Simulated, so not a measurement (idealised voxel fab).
process module | voxel gate over fins
cross-section cut | 300 nm wide | cells 5 nm
A cross-section is a grid of square cells, given in bands from the top down. A band is one or more rows of cells.
Each band's line starts with the height of the band's top and of its bottom, in nm. Then come its materials from left to right, each with its width in nm. One material with "throughout" fills the band from edge to edge. "air" is empty space.
Height 0 is the level under which the wafer as received is all one material. The lowest band goes on downwards, as in "0 down".
A width such as "30 to 40" changes by the same amount from each row of cells to the next, from the band's top row to its bottom row.
"no change" after a step means that no cell of the cross-section changed.
closed voids: empty space of 8 cells or more with no open way to the top, each as width x height at its distance from the left edge, in nm
after a step's settings: what the simulator itself notes on the step
overlay nm, on a step with a mask: how far to the right of its planned place the mask lay; to the left if negative
plan
1 op RECEIVE | material Si
2 op CONFORMAL_DEP | material SiN | thk nm 5
3 op DIRECTIONAL_DEP | material aC | thk nm 10
4 op PATTERN | tone cover | mask id FINS | material resist | width nm 15 | pitch nm 40 | thk nm 30 | overlay nm 0
5 op DIRECTIONAL_ETCH | etch materials aC | depth nm 10
6 op STRIP | etch materials resist
7 op DIRECTIONAL_ETCH | etch materials SiN | depth nm 5
8 op DIRECTIONAL_ETCH | etch materials Si | depth nm 30
9 op STRIP | etch materials aC
10 op OXIDIZE | depth nm 5
11 op FILL_DEP | material SiO2 | thk nm 10
12 op CMP | height nm 5
13 op SELECTIVE_ETCH | etch materials SiO2 | depth nm 20
14 op STRIP | etch materials SiN
15 op CONFORMAL_DEP | material HfO2 | thk nm 5
16 op CONFORMAL_DEP | material TiN | thk nm 5
17 op CONFORMAL_DEP | material TiAl | thk nm 5
18 op CONFORMAL_DEP | material TiN | thk nm 5
19 op FILL_DEP | material W | thk nm 15
20 op CMP | height nm 30
21 op CONFORMAL_DEP | material SiCN | thk nm 5
as received, after step 1
  0 down: Si throughout
  closed voids: none
a wafer at the end: this start, this plan, one mistake
  35 to 30: SiCN throughout
  30 to 25: W 75 | TiN 145 | W 80
  25 to 15: W 75 | TiN 5 | TiAl 135 | TiN 5 | W 80
  15 to 10: TiN 80 | TiAl 135 | TiN 85
  10 to 5: TiAl 95 | TiN 25 | TiAl 15 | TiN 25 | TiAl 15 | TiN 25 | TiAl 100
  5 to 0: TiAl 95 | TiN 5 | HfO2 15 | TiN 5 | TiAl 15 | TiN 5 | HfO2 15 | TiN 5 | TiAl 15 | TiN 5 | HfO2 15 | TiN 5 | TiAl 100
  0 to -5: TiAl 95 | TiN 5 | HfO2 5 | Si 5 | HfO2 5 | TiN 5 | TiAl 15 | TiN 5 | HfO2 5 | Si 5 | HfO2 5 | TiN 5 | TiAl 15 | TiN 5 | HfO2 5 | Si 5 | HfO2 5 | TiN 5 | TiAl 100
  -5 to -10: TiN 100 | HfO2 5 | Si 5 | HfO2 5 | TiN 25 | HfO2 5 | Si 5 | HfO2 5 | TiN 25 | HfO2 5 | Si 5 | HfO2 5 | TiN 105
  -10 to -15: HfO2 105 | Si 5 | HfO2 35 | Si 5 | HfO2 35 | Si 5 | HfO2 110
  -15 to -35: SiO2 105 | Si 5 | SiO2 35 | Si 5 | SiO2 35 | Si 5 | SiO2 110
  -35 down: Si throughout
  closed voids: none
what went wrong: step 17 ran as: op CONFORMAL_DEP | material TiAl | thk nm 15
